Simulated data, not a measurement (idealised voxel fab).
process module | voxel quadruple lines
cross-section cut | 250 nm wide | cells 5 nm
A cross-section is a grid of square cells, given in bands from the top down. A band is one or more rows of cells.
Each band's line starts with the height of the band's top and of its bottom, in nm. Then come its materials from left to right, each with its width in nm. One material with "throughout" fills the band from edge to edge. "air" is empty space.
Height 0 is the level under which the wafer as received is all one material. The lowest band goes on downwards, as in "0 down".
A width such as "30 to 40" changes by the same amount from each row of cells to the next, from the band's top row to its bottom row.
"no change" after a step means that no cell of the cross-section changed.
closed voids: empty space of 8 cells or more with no open way to the top, each as width x height at its distance from the left edge, in nm
after a step's settings: what the simulator itself notes on the step
overlay nm, on a step with a mask: how far to the right of its planned place the mask lay; to the left if negative
plan
1 op RECEIVE | material Si
2 op CONFORMAL_DEP | material SiO2 | thk nm 5
3 op DIRECTIONAL_DEP | material W | thk nm 10
4 op DIRECTIONAL_DEP | material polySi | thk nm 20
5 op DIRECTIONAL_DEP | material aC | thk nm 25
6 op PATTERN | tone cover | mask id MANDREL | material resist | width nm 20 | pitch nm 80 | thk nm 30 | overlay nm 0
7 op DIRECTIONAL_ETCH | etch materials aC | depth nm 25
8 op STRIP | etch materials resist
9 op CONFORMAL_DEP | material SiO2 | thk nm 10
10 op DIRECTIONAL_ETCH | etch materials SiO2 | depth nm 10
11 op STRIP | etch materials aC
12 op DIRECTIONAL_ETCH | etch materials polySi | depth nm 20
13 op STRIP | etch materials SiO2
14 op CONFORMAL_DEP | material SiCN | thk nm 10
15 op DIRECTIONAL_ETCH | etch materials SiCN | depth nm 10
16 op STRIP | etch materials polySi
17 op DIRECTIONAL_ETCH | etch materials W | depth nm 10
18 op STRIP | etch materials SiCN
19 op FILL_DEP | material lowk | thk nm 5
20 op CMP | height nm 15
varied across the wafers: width nm of step 6. The plan shows the first wafer's value. All wafers start alike
first wafer as received, after step 1
  0 down: Si throughout
  closed voids: none
each wafer at the end: cells of each material gained (+) or lost (-) since it was received, then its closed voids
width nm 20 | +50 SiO2 | +32 W | +68 lowk | closed voids: none
width nm 25 | +50 SiO2 | +32 W | +68 lowk | closed voids: none
width nm 30 | +50 SiO2 | +32 W | +68 lowk | closed voids: none
width nm 35 | +50 SiO2 | +32 W | +68 lowk | closed voids: none
width nm 40 | +50 SiO2 | +32 W | +68 lowk | closed voids: none
width nm 45 | +50 SiO2 | +30 W | +70 lowk | closed voids: none
